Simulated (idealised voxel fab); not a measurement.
The document below concerns the process module designated voxel wiring stack.
Shown is cross-section cut, with a width of 185 nm and square cells of size 5 nm.
In this document a cross-section is written as a grid of square cells. It is given as a series of bands, listed from the top down, and a band is one or more rows of cells.
Top, bottom (nm), then materials left to right with widths (nm); lone material tagged "throughout" fills the whole band edge to edge; "air" = empty space.
All heights in this document are referenced to 0, defined as the level beneath which the wafer, as received, consists entirely of one material. The lowest band is not bounded below; it extends indefinitely downward and is written in the form "0 and below".
The notation "30->40" denotes a width that varies across the rows of cells in the band, beginning at the first number in the top row, finishing at the second number in the bottom row, and changing by an identical amount from each row to the next.
What does "no change" mean for a step? It means no cell of the cross-section changed in that step.
"Enclosed void listing" specifies each empty space that is not open to the top and that occupies no fewer than 8 cells, using the form width x height at distance, the distance measured from the left edge and all three quantities in nm.
Note: text after step settings on the step line = simulator remark on that step.
The "overlay nm" setting may appear on a step's line; for a step that uses a mask, it gives how far to the right of its planned position the mask lay, and a negative value indicates the left.
PROCESS STEPS FORESEEN IN THE PLAN
1,RECEIVE | material Si
2,CONFORMAL_DEP | material SiO2 | thk nm 15
3,DIRECTIONAL_DEP | material TiN | thk nm 5
4,DIRECTIONAL_DEP | material W | thk nm 15
5,PATTERN | tone cover | mask id METAL_1 | material resist | width nm 20 | pitch nm 45 | thk nm 20 | overlay nm 0
6,DIRECTIONAL_ETCH | etch materials W | depth nm 15
7,DIRECTIONAL_ETCH | etch materials TiN | depth nm 5
8,STRIP | etch materials resist
9,CONFORMAL_DEP | material SiN | thk nm 5
10,FILL_DEP | material lowk | thk nm 5
11,CMP | height nm 35
12,CONFORMAL_DEP | material SiCN | thk nm 5
13,DIRECTIONAL_DEP | material SiO2 | thk nm 35
14,MASKED_ETCH | tone open | mask id METAL_2 | width nm 20 | pitch nm 45 | etch materials SiO2 | depth nm 20 | overlay nm 0
15,DIRECTIONAL_DEP | material aC | thk nm 15
16,PATTERN | tone open | mask id METAL_2_HOLES | material resist | width nm 15 | pitch nm 45 | thk nm 35 | overlay nm 0
17,DIRECTIONAL_ETCH | etch materials aC | depth nm 15
18,STRIP | etch materials resist
19,DIRECTIONAL_ETCH | etch materials SiO2 | depth nm 15
20,DIRECTIONAL_ETCH | etch materials SiCN | depth nm 5
21,STRIP | etch materials aC
22,CONFORMAL_DEP | material TiN | thk nm 5
23,FILL_DEP | material Cu | thk nm 5
24,CMP | height nm 75
25,CONFORMAL_DEP | material SiCN | thk nm 5
26,DIRECTIONAL_DEP | material lowk | thk nm 10
27,PATTERN | tone open | mask id PLUG_2 | material resist | width nm 15 | thk nm 20 | overlay nm 0
28,DIRECTIONAL_ETCH | etch materials lowk | depth nm 10
29,DIRECTIONAL_ETCH | etch materials SiCN | depth nm 5
30,STRIP | etch materials resist
31,CONFORMAL_DEP | material TiN | thk nm 5
32,FILL_DEP | material W | thk nm 5
33,CMP | height nm 90
34,CONFORMAL_DEP | material SiCN | thk nm 5
35,DIRECTIONAL_DEP | material SiO2 | thk nm 25
36,PATTERN | tone open | mask id METAL_3 | material resist | width nm 20 | pitch nm 45 | thk nm 20 | overlay nm 0
37,DIRECTIONAL_ETCH | etch materials SiO2 | depth nm 25
38,DIRECTIONAL_ETCH | etch materials SiCN | depth nm 5
39,STRIP | etch materials resist
40,CONFORMAL_DEP | material TiN | thk nm 5
41,FILL_DEP | material Cu | thk nm 10
42,CMP | height nm 120
43,CONFORMAL_DEP | material SiCN | thk nm 5
44,DIRECTIONAL_DEP | material lowk | thk nm 10
45,PATTERN | tone open | mask id PLUG_3 | material resist | width nm 15 | pitch nm 45 | thk nm 15 | overlay nm 0
46,DIRECTIONAL_ETCH | etch materials lowk | depth nm 10
47,DIRECTIONAL_ETCH | etch materials SiCN | depth nm 5
48,STRIP | etch materials resist
49,EPI | material Ru | thk nm 10
50,EPI | material Ru | thk nm 5
51,DIRECTIONAL_DEP | material TiN | thk nm 5
52,DIRECTIONAL_DEP | material W | thk nm 25
53,MASKED_ETCH | tone cover | mask id METAL_4 | width nm 20 | pitch nm 45 | etch materials W | depth nm 25 | overlay nm 0
54,MASKED_ETCH | tone cover | mask id METAL_4 | width nm 20 | pitch nm 45 | etch materials TiN | depth nm 5 | overlay nm 0
55,CONFORMAL_DEP | material SiN | thk nm 5
56,FILL_DEP | material SiO2 | thk nm 10
57,CMP | height nm 165
58,CONFORMAL_DEP | material SiN | thk nm 5
CROSS-SECTION: WAFER ON ARRIVAL = AFTER STEP 1
  0 and below | Si throughout
  Enclosed void listing: none
END-OF-MODULE XS, FIRST OF TWO WAFERS, RUN AS PLANNED
  170 down to 165 | SiN throughout
  165 down to 140 | SiO2 (55) | SiN (5) | W (20) | SiN (5) | SiO2 (15) | SiN (5) | W (20) | SiN (5) | SiO2 (55)
  140 down to 135 | SiN (60) | TiN (20) | SiN (25) | TiN (20) | SiN (60)
  135 down to 125 | lowk (60) | Ru (15) | lowk (30) | Ru (15) | lowk (65)
  125 down to 120 | SiCN (60) | Ru (15) | SiCN (30) | Ru (15) | SiCN (65)
  120 down to 95 | SiO2 (60) | TiN (5) | Cu (10) | TiN (5) | SiO2 (25) | TiN (5) | Cu (10) | TiN (5) | SiO2 (60)
  95 down to 90 | SiCN (60) | TiN (20) | SiCN (25) | TiN (20) | SiCN (60)
  90 down to 80 | lowk (60) | TiN (5) | W (5) | TiN (5) | lowk (110)
  80 down to 75 | SiCN (60) | TiN (15) | SiCN (110)
  75 down to 60 | SiO2 (60) | TiN (5) | Cu (10) | TiN (5) | SiO2 (25) | TiN (5) | Cu (10) | TiN (5) | SiO2 (60)
  60 down to 55 | SiO2 (60) | TiN (5) | Cu (5) | TiN (10) | SiO2 (25) | TiN (5) | Cu (5) | TiN (10) | SiO2 (60)
  55 down to 40 | SiO2 (60) | TiN (5) | Cu (5) | TiN (5) | SiO2 (30) | TiN (5) | Cu (5) | TiN (5) | SiO2 (65)
  40 down to 35 | SiCN (60) | TiN (15) | SiCN (30) | TiN (15) | SiCN (65)
  35 down to 20 | lowk (55) | SiN (5) | W (20) | SiN (5) | lowk (15) | SiN (5) | W (20) | SiN (5) | lowk (55)
  20 down to 15 | SiN (60) | TiN (20) | SiN (25) | TiN (20) | SiN (60)
  15 down to 0 | SiO2 throughout
  0 and below | Si throughout
  Enclosed void listing: none
SECOND WAFER AT THE END: LIKE START, LIKE PLAN, ONE MISTAKE
  170 down to 165 | SiN throughout
  165 down to 140 | SiO2 (55) | SiN (5) | W (20) | SiN (5) | SiO2 (15) | SiN (5) | W (20) | SiN (5) | SiO2 (55)
  140 down to 135 | SiN (60) | TiN (20) | SiN (25) | TiN (20) | SiN (60)
  135 down to 125 | lowk (60) | Ru (15) | lowk (30) | Ru (15) | lowk (65)
  125 down to 120 | SiCN (60) | Ru (15) | SiCN (30) | Ru (15) | SiCN (65)
  120 down to 95 | SiO2 (60) | TiN (5) | Ru (10) | TiN (5) | SiO2 (25) | TiN (5) | Ru (10) | TiN (5) | SiO2 (60)
  95 down to 90 | SiCN (60) | TiN (20) | SiCN (25) | TiN (20) | SiCN (60)
  90 down to 80 | lowk (60) | TiN (5) | W (5) | TiN (5) | lowk (110)
  80 down to 75 | SiCN (60) | TiN (15) | SiCN (110)
  75 down to 60 | SiO2 (60) | TiN (5) | Cu (10) | TiN (5) | SiO2 (25) | TiN (5) | Cu (10) | TiN (5) | SiO2 (60)
  60 down to 55 | SiO2 (60) | TiN (5) | Cu (5) | TiN (10) | SiO2 (25) | TiN (5) | Cu (5) | TiN (10) | SiO2 (60)
  55 down to 40 | SiO2 (60) | TiN (5) | Cu (5) | TiN (5) | SiO2 (30) | TiN (5) | Cu (5) | TiN (5) | SiO2 (65)
  40 down to 35 | SiCN (60) | TiN (15) | SiCN (30) | TiN (15) | SiCN (65)
  35 down to 20 | lowk (55) | SiN (5) | W (20) | SiN (5) | lowk (15) | SiN (5) | W (20) | SiN (5) | lowk (55)
  20 down to 15 | SiN (60) | TiN (20) | SiN (25) | TiN (20) | SiN (60)
  15 down to 0 | SiO2 throughout
  0 and below | Si throughout
  Enclosed void listing: none
Deviation from plan: contrary to plan, step 41 was performed as FILL_DEP | material Ru | thk nm 10
Heads up, by the end the second wafer has more or fewer cells of some materials compared to the first: 20 fewer of Cu | 20 more of Ru
